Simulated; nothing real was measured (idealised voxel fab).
Proc. module: voxel self aligned contacts
270 nm wide, 5 nm square cells: that's cross-section cut.
Cross-section layout: square cells on a grid; listed as bands, top to bottom; a band spans one or more cell rows.
Heads up on the band format: heights come first, top then bottom, in nm. After that it's the materials left to right, each with its width in nm. A single material flagged "throughout" fills the whole band edge to edge, and "air" means there's empty space there.
The reference from which all heights are counted is 0, the level beneath which the as-received wafer is entirely one material; the lowest band, having no lower bound, proceeds downward and is written after the example "top 0, no bottom".
Read "30 to 40" as a graded width: first number on top, second number at the bottom, same change between each pair of neighbouring rows.
"no modification" means the step left every cell of the cross-section as it was.
If an empty space has no open way to the top and is at least 8 cells in size, "Closed void list" lists it, written width x height at distance, where distance is measured from the left edge and every value is in nm.
Text after the settings on a step's line: the simulator's own remark on that step.
overlay nm: how far to the right of its planned place the mask lay on this masked step (negative: to the left).
## The planned process steps are enumerated hereunder
step 1: RECEIVE [material Si]
step 2: CONFORMAL_DEP [material SiO2] [thk nm 5]
step 3: DIRECTIONAL_DEP [material polySi] [thk nm 25]
step 4: DIRECTIONAL_DEP [material SiN] [thk nm 25]
step 5: DIRECTIONAL_DEP [material aC] [thk nm 10]
step 6: PATTERN [tone cover] [mask id GATE] [material resist] [width nm 30] [pitch nm 75] [thk nm 25] [overlay nm -15]
step 7: DIRECTIONAL_ETCH [etch materials aC] [depth nm 10]
step 8: STRIP [etch materials resist]
step 9: DIRECTIONAL_ETCH [etch materials SiN] [depth nm 25]
step 10: DIRECTIONAL_ETCH [etch materials polySi] [depth nm 25]
step 11: STRIP [etch materials aC]
step 12: CONFORMAL_DEP [material SiN] [thk nm 10]
step 13: DIRECTIONAL_ETCH [etch materials SiN] [depth nm 10]
step 14: FILL_DEP [material SiO2] [thk nm 10]
step 15: CMP [height nm 60]
step 16: DIRECTIONAL_DEP [material aC] [thk nm 10]
step 17: PATTERN [tone open] [mask id CONTACT] [material resist] [width nm 55] [thk nm 30] [overlay nm 0]
step 18: DIRECTIONAL_ETCH [etch materials aC] [depth nm 10]
step 19: STRIP [etch materials resist]
step 20: DIRECTIONAL_ETCH [etch materials SiO2] [depth nm 60]
step 21: STRIP [etch materials aC]
step 22: CONFORMAL_DEP [material TiN] [thk nm 5]
step 23: FILL_DEP [material W] [thk nm 5]
step 24: CMP [height nm 60]
step 25: CONFORMAL_DEP [material SiCN] [thk nm 5]
The wafers in this document start out alike and differ in the overlay nm applied at step 6; the plan shows the value used for the first wafer.
## The first of several wafers in cross-section, exactly as it reached us after step 1
	top 0, no bottom | Si throughout
	Closed void list: none
## Cross-section of the first of several wafers once the module has run through its last step, step 25
	top 65, bottom 60 | SiCN throughout
	top 60, bottom 55 | SiO2 105  TiN 5  W 15  TiN 35  SiO2 110
	top 55, bottom 30 | SiO2 55  SiN 50  TiN 5  W 15  TiN 5  SiN 50  SiO2 90
	top 30, bottom 5 | SiO2 55  SiN 10  polySi 30  SiN 10  TiN 5  W 15  TiN 5  SiN 10  polySi 30  SiN 10  SiO2 90
	top 5, bottom 0 | SiO2 105  TiN 25  SiO2 140
	top 0, no bottom | Si throughout
	Closed void list: none
## The last wafer as seen in cross-section at the end of the module
	top 65, bottom 60 | SiCN throughout
	top 60, bottom 55 | SiO2 105  TiN 35  W 15  TiN 5  SiO2 110
	top 55, bottom 30 | SiO2 85  SiN 50  TiN 5  W 15  TiN 5  SiN 50  SiO2 60
	top 30, bottom 5 | SiO2 85  SiN 10  polySi 30  SiN 10  TiN 5  W 15  TiN 5  SiN 10  polySi 30  SiN 10  SiO2 60
	top 5, bottom 0 | SiO2 135  TiN 25  SiO2 110
	top 0, no bottom | Si throughout
	Closed void list: none
## Take any row and you have a wafer at the end of the module: how many cells of each material it has gained (+) or lost (-) since it was received, and then its closed voids
overlay nm -15; +54 SiCN; +140 SiN; +382 SiO2; +33 TiN; +33 W; +60 polySi; Closed void list: none
overlay nm -10; +54 SiCN; +140 SiN; +382 SiO2; +33 TiN; +33 W; +60 polySi; Closed void list: none
overlay nm -5; +54 SiCN; +140 SiN; +382 SiO2; +33 TiN; +33 W; +60 polySi; Closed void list: none
overlay nm 0; +54 SiCN; +140 SiN; +382 SiO2; +33 TiN; +33 W; +60 polySi; Closed void list: none
overlay nm 5; +54 SiCN; +140 SiN; +382 SiO2; +33 TiN; +33 W; +60 polySi; Closed void list: none
overlay nm 10; +54 SiCN; +140 SiN; +382 SiO2; +33 TiN; +33 W; +60 polySi; Closed void list: none
overlay nm 15; +54 SiCN; +140 SiN; +382 SiO2; +33 TiN; +33 W; +60 polySi; Closed void list: none
